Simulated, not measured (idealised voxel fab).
process module | voxel capacitor over wiring
cross-section cut | 280 nm wide | cells 5 nm
A cross-section is a grid of square cells, given in bands from the top down. A band is one or more rows of cells.
Each band's line starts with the height of the band's top and of its bottom, in nm. Then come its materials from left to right, each with its width in nm. One material with "throughout" fills the band from edge to edge. "air" is empty space.
Height 0 is the level under which the wafer as received is all one material. The lowest band goes on downwards, as in "0 down".
A width such as "30 to 40" changes by the same amount from each row of cells to the next, from the band's top row to its bottom row.
"no change" after a step means that no cell of the cross-section changed.
closed voids: empty space of 8 cells or more with no open way to the top, each as width x height at its distance from the left edge, in nm
after a step's settings: what the simulator itself notes on the step
overlay nm, on a step with a mask: how far to the right of its planned place the mask lay; to the left if negative
plan
1 op RECEIVE | material Si
2 op CONFORMAL_DEP | material SiO2 | thk nm 15
3 op CONFORMAL_DEP | material SiN | thk nm 5
4 op DIRECTIONAL_DEP | material lowk | thk nm 20
5 op PATTERN | tone open | mask id METAL_1 | material resist | width nm 30 | pitch nm 80 | thk nm 15 | overlay nm 0
6 op DIRECTIONAL_ETCH | etch materials lowk | depth nm 20
7 op DIRECTIONAL_ETCH | etch materials SiN | depth nm 5
8 op STRIP | etch materials resist
9 op CONFORMAL_DEP | material TiN | thk nm 5
10 op FILL_DEP | material W | thk nm 5
11 op CMP | height nm 40
12 op CONFORMAL_DEP | material SiCN | thk nm 5
13 op DIRECTIONAL_DEP | material SiO2 | thk nm 10
14 op DIRECTIONAL_DEP | material aC | thk nm 10
15 op PATTERN | tone open | mask id PLUG_1 | material resist | width nm 15 | thk nm 30 | overlay nm 0
16 op DIRECTIONAL_ETCH | etch materials aC | depth nm 10
17 op STRIP | etch materials resist
18 op DIRECTIONAL_ETCH | etch materials SiO2 | depth nm 10
19 op DIRECTIONAL_ETCH | etch materials SiCN | depth nm 5
20 op STRIP | etch materials aC
21 op CONFORMAL_DEP | material TiN | thk nm 5
22 op FILL_DEP | material Ru | thk nm 5
23 op CMP | height nm 55
24 op DIRECTIONAL_DEP | material TiN | thk nm 10
25 op DIRECTIONAL_DEP | material Al2O3 | thk nm 5
26 op DIRECTIONAL_DEP | material TiN | thk nm 5
27 op MASKED_ETCH | tone cover | mask id UPPER_PLATE | width nm 55 | etch materials TiN | depth nm 5 | overlay nm 0
28 op MASKED_ETCH | tone cover | mask id UPPER_PLATE | width nm 55 | etch materials Al2O3 | depth nm 5 | overlay nm 0
29 op PATTERN | tone cover | mask id LOWER_PLATE | material resist | width nm 65 | thk nm 15 | overlay nm 0
30 op DIRECTIONAL_ETCH | etch materials TiN | depth nm 10
31 op STRIP | etch materials resist
32 op FILL_DEP | material SiO2 | thk nm 15
33 op CMP | height nm 85
34 op PATTERN | tone open | mask id PLUG_2 | material resist | width nm 15 | thk nm 15 | overlay nm 0
35 op DIRECTIONAL_ETCH | etch materials SiO2 | depth nm 10
36 op STRIP | etch materials resist
37 op CONFORMAL_DEP | material TiN | thk nm 5
38 op FILL_DEP | material Cu | thk nm 5
39 op CMP | height nm 85
40 op CONFORMAL_DEP | material SiCN | thk nm 5
as received, after step 1
  0 down: Si throughout
  closed voids: none
a wafer at the end: this start, this plan, one mistake
  90 to 85: SiCN throughout
  85 to 80: SiO2 110 | TiN 5 | Cu 5 | TiN 5 | SiO2 155
  80 to 70: SiO2 110 to 100 | TiN 15 to 55 | SiO2 155 to 125
  70 to 65: SiO2 100 | Al2O3 55 | SiO2 125
  65 to 55: SiO2 95 | TiN 65 | SiO2 120
  55 to 45: SiO2 100 | TiN 5 | Ru 5 | TiN 5 | SiO2 165
  45 to 40: SiCN 100 | TiN 15 | SiCN 165
  40 to 25: lowk 85 | TiN 5 | W 20 | TiN 5 | lowk 50 | TiN 5 | W 20 | TiN 5 | lowk 85
  25 to 20: lowk 85 | TiN 30 | lowk 50 | TiN 30 | lowk 85
  20 to 5: SiO2 throughout
  5 to 0: SiN throughout
  0 down: Si throughout
  closed voids: none
what went wrong: steps 2 and 3 were swapped
